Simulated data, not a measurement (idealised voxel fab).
You're looking at the process module voxel capacitor over wiring.
Section shown: cut. Width: 155 nm. Cell size: 5 nm, square.
In this document a cross-section is written as a grid of square cells. It is given as a series of bands, listed from the top down, and a band is one or more rows of cells. Top, bottom (nm), then materials left to right with widths (nm); lone material tagged "full width" fills the whole band edge to edge; "empty" = empty space. Heights are measured from 0, the level below which the as-received wafer is all one material; the lowest band has no bottom and continues downward, written as in "0 and below". The width entry "30..40" should be interpreted row by row: the top row of cells in the band takes the first number, the bottom row takes the second number, and the change between adjacent rows is uniform throughout. The cross-section has no changed cell in any step marked "everything unchanged". The label "Closed void roster" introduces a list of the empty spaces, 8 cells or larger, that have no open way up to the top; each entry in it reads width x height at distance, where the distance is taken from the left edge and all three are stated in nm. Text after the settings on a step's line: the simulator's own remark on that step. overlay nm: mask right of planned place by this much (step with mask). Neg. = left.

BELOW IS THE LIST OF PLANNED PROCESS STEPS
1: RECEIVE [material Si]
2: CONFORMAL_DEP [material SiO2] [thk nm 10]
3: CONFORMAL_DEP [material SiN] [thk nm 5]
4: DIRECTIONAL_DEP [material SiO2] [thk nm 25]
5: DIRECTIONAL_DEP [material aC] [thk nm 15]
6: PATTERN [tone open] [mask id METAL_1] [material resist] [width nm 20] [pitch nm 85] [thk nm 30] [overlay nm 0]
7: DIRECTIONAL_ETCH [etch materials aC] [depth nm 15]
8: STRIP [etch materials resist]
9: DIRECTIONAL_ETCH [etch materials SiO2] [depth nm 25]
10: DIRECTIONAL_ETCH [etch materials SiN] [depth nm 5]
11: STRIP [etch materials aC]
12: CONFORMAL_DEP [material TiN] [thk nm 5]
13: FILL_DEP [material Cu] [thk nm 5]
14: CMP [height nm 40]
15: CONFORMAL_DEP [material SiCN] [thk nm 5]
16: DIRECTIONAL_DEP [material SiO2] [thk nm 15]
17: DIRECTIONAL_DEP [material aC] [thk nm 15]
18: PATTERN [tone open] [mask id PLUG_1] [material resist] [width nm 15] [thk nm 30] [overlay nm 0]
19: DIRECTIONAL_ETCH [etch materials aC] [depth nm 15]
20: STRIP [etch materials resist]
21: DIRECTIONAL_ETCH [etch materials SiO2] [depth nm 15]
22: DIRECTIONAL_ETCH [etch materials SiCN] [depth nm 5]
23: STRIP [etch materials aC]
24: EPI [material Ru] [thk nm 10]
25: EPI [material Ru] [thk nm 10]
26: DIRECTIONAL_DEP [material TiN] [thk nm 10]
27: DIRECTIONAL_DEP [material SiN] [thk nm 5]
28: DIRECTIONAL_DEP [material TiN] [thk nm 5]
29: PATTERN [tone cover] [mask id UPPER_PLATE] [material resist] [width nm 70] [thk nm 15] [overlay nm 0]
30: DIRECTIONAL_ETCH [etch materials TiN] [depth nm 5]
31: DIRECTIONAL_ETCH [etch materials SiN] [depth nm 5]
32: STRIP [etch materials resist]
33: MASKED_ETCH [tone cover] [mask id LOWER_PLATE] [width nm 80] [etch materials TiN] [depth nm 10] [overlay nm 0]
34: FILL_DEP [material SiO2] [thk nm 15]
35: CMP [height nm 90]
36: MASKED_ETCH [tone open] [mask id PLUG_2] [width nm 15] [etch materials SiO2] [depth nm 10] [overlay nm 0]
37: CONFORMAL_DEP [material TiN] [thk nm 5]
38: FILL_DEP [material Ru] [thk nm 10]
39: CMP [height nm 90]
40: CONFORMAL_DEP [material SiCN] [thk nm 5]

CROSS-SECTION OF THE INCOMING WAFER, STATE AFTER STEP 1
* 0 and below = Si full width
* Closed void roster: none

RESULT OF THE MODULE, CROSS-SECTIONED: START PER ABOVE, PLAN PER ABOVE, ONE ERROR IN HOW IT WAS RUN
* 95 down to 90 = SiCN full width
* 90 down to 85 = 40 nm SiO2 / 5 nm TiN / 5 nm Ru / 5 nm TiN / 100 nm SiO2
* 85 down to 80 = 40 nm SiO2 / 15 nm TiN / 100 nm SiO2
* 80 down to 75 = SiO2 full width
* 75 down to 70 = 30 nm SiO2 / 70 nm SiN / 55 nm SiO2
* 70 down to 60 = 25 nm TiN / 5 nm SiO2 / 70 nm TiN / 5 nm SiO2 / 50 nm TiN
* 60 down to 45 = 30 nm SiO2 / 15 nm Ru / 110 nm SiO2
* 45 down to 40 = 30 nm SiCN / 15 nm Ru / 110 nm SiCN
* 40 down to 15 = 25 nm SiO2 / 5 nm TiN / 10 nm Cu / 5 nm TiN / 65 nm SiO2 / 5 nm TiN / 10 nm Cu / 5 nm TiN / 25 nm SiO2
* 15 down to 10 = 25 nm SiN / 20 nm TiN / 65 nm SiN / 20 nm TiN / 25 nm SiN
* 10 down to 0 = SiO2 full width
* 0 and below = Si full width
* Closed void roster: none
Short version of what went wrong: step 33 was run on a setting that differed from the plan, and what really ran there is MASKED_ETCH [tone open] [mask id LOWER_PLATE] [width nm 80] [etch materials TiN] [depth nm 10] [overlay nm 0]
